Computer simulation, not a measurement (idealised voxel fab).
The process module presented herein is designated voxel released beams.
This is section cut - it's 250 nm across, gridded in 5 nm square cells.
Square cells in a grid make up a cross-section in this document, and the grid is given as bands, listed from the top down, each one or more rows of cells. Heights first: top, then bottom, in nm. Then materials, left to right, each with a width in nm. "edge to edge" on a single material: fills the band edge to edge. "air": empty space. The reference from which all heights are counted is 0, the level beneath which the as-received wafer is entirely one material; the lowest band, having no lower bound, proceeds downward and is written after the example "0 nm and below". Graded width ("30..40"): value in top row of band = first number; value in bottom row = second number; row-to-row change constant. "no alterations made" for a step: no cell of the cross-section changed in that step. You'll see "Internal closed voids" listing empty spaces that have no way open to the top, as long as they're 8 cells or more; the notation is width x height at distance, where the distance is from the left edge, and all of it is in nm. On each step's line, the part that comes after the settings is the simulator's own comment on the step. overlay nm: how far to the right of its planned place the mask lay on this masked step (negative: to the left).

## The process steps that were planned are listed below
step 1: RECEIVE | material Si
step 2: CONFORMAL_DEP | material Al2O3 | thk nm 5
step 3: DIRECTIONAL_DEP | material SiO2 | thk nm 10
step 4: PATTERN | tone open | mask id ANCHOR | material resist | width nm 30 | thk nm 15 | overlay nm 0
step 5: DIRECTIONAL_ETCH | etch materials SiO2 | depth nm 10
step 6: STRIP | etch materials resist
step 7: CONFORMAL_DEP | material SiN | thk nm 10
step 8: PATTERN | tone cover | mask id BEAM | material resist | width nm 100 | thk nm 15 | overlay nm 0
step 9: DIRECTIONAL_ETCH | etch materials SiN | depth nm 10
step 10: STRIP | etch materials resist
step 11: STRIP | etch materials SiO2

## Here's what the wafer looked like in cross-section when it arrived - that's after step 1
- 0 nm and below: Si edge to edge
- Internal closed voids: none

## The module was run from the start shown above using the plan shown above, but one mistake was made doing it; the resulting wafer cross-section is below
- 25 nm to 15 nm: 70 nm air; 100 nm SiN; 80 nm air
- 15 nm to 5 nm: SiN edge to edge
- 5 nm to 0 nm: Al2O3 edge to edge
- 0 nm and below: Si edge to edge
- Internal closed voids: none
Processing error: step 3: run off-plan, actual operation and settings DIRECTIONAL_DEP | material SiN | thk nm 10
